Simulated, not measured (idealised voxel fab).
Process module in this document: voxel self aligned contacts
Square cell edge 5 nm, section width 250 nm, ID cut.
Bands, listed from the top down, are how a cross-section gets written in this document; the cross-section itself is a grid of square cells, and a band is one or more rows of them.
Within each band entry, the heights of the top and of the bottom of the band appear first, in that order and in nm; the materials of the band then follow from left to right, each with its corresponding width in nm. The designation "edge to edge" on a single material indicates that it fills the band from edge to edge; the designation "blank" indicates empty space.
Heads up on the height convention: 0 is the point under which the incoming wafer is all one material, and the lowest band has no bottom, it just keeps going down, like "0..down".
Width: "30..40" (first number = top row, second number = bottom row, same change from row to row of cells).
Given "nothing was modified" for a step, no cell of the cross-section differs between before and after that step.
"Closed internal voids" - sealed voids, min. 8 cells, no opening to top; format: width x height at distance (distance from left edge; nm throughout).
Heads up: the bit after the settings on a step's line is the simulator's remark on that step.
overlay nm: mask right of planned place by this much (step with mask). Neg. = left.
-- Planned process steps
- 1: RECEIVE: material Si
- 2: CONFORMAL_DEP: material SiO2, thk nm 5
- 3: DIRECTIONAL_DEP: material polySi, thk nm 30
- 4: DIRECTIONAL_DEP: material SiN, thk nm 20
- 5: MASKED_ETCH: tone cover, mask id GATE, width nm 25, pitch nm 65, etch materials SiN, depth nm 20, overlay nm 0
- 6: MASKED_ETCH: tone cover, mask id GATE, width nm 25, pitch nm 65, etch materials polySi, depth nm 30, overlay nm 0
- 7: CONFORMAL_DEP: material SiN, thk nm 10
- 8: DIRECTIONAL_ETCH: etch materials SiN, depth nm 10
- 9: FILL_DEP: material SiO2, thk nm 15
- 10: CMP: height nm 60
- 11: PATTERN: tone open, mask id CONTACT, material resist, width nm 50, pitch nm 65, thk nm 20, overlay nm 0
- 12: DIRECTIONAL_ETCH: etch materials SiO2, depth nm 60
- 13: STRIP: etch materials resist
- 14: CONFORMAL_DEP: material TiN, thk nm 5
- 15: FILL_DEP: material W, thk nm 5
- 16: CMP: height nm 60
- 17: CONFORMAL_DEP: material SiN, thk nm 5
-- The cross-section here shows the wafer as received, i.e. in its state after step 1
* 0..down  Si edge to edge
* Closed internal voids: none
-- Result of the module, cross-sectioned: start per above, plan per above, one error in how it was run
* 65..60  SiN edge to edge
* 60..55  35 of SiO2; 45 of SiN; 20 of TiN; 45 of SiN; 20 of TiN; 45 of SiN; 40 of SiO2
* 55..35  SiN edge to edge
* 35..5  polySi edge to edge
* 5..0  SiO2 edge to edge
* 0..down  Si edge to edge
* Closed internal voids: none
So what did we get wrong on this run? the plan's step 4 ran twice
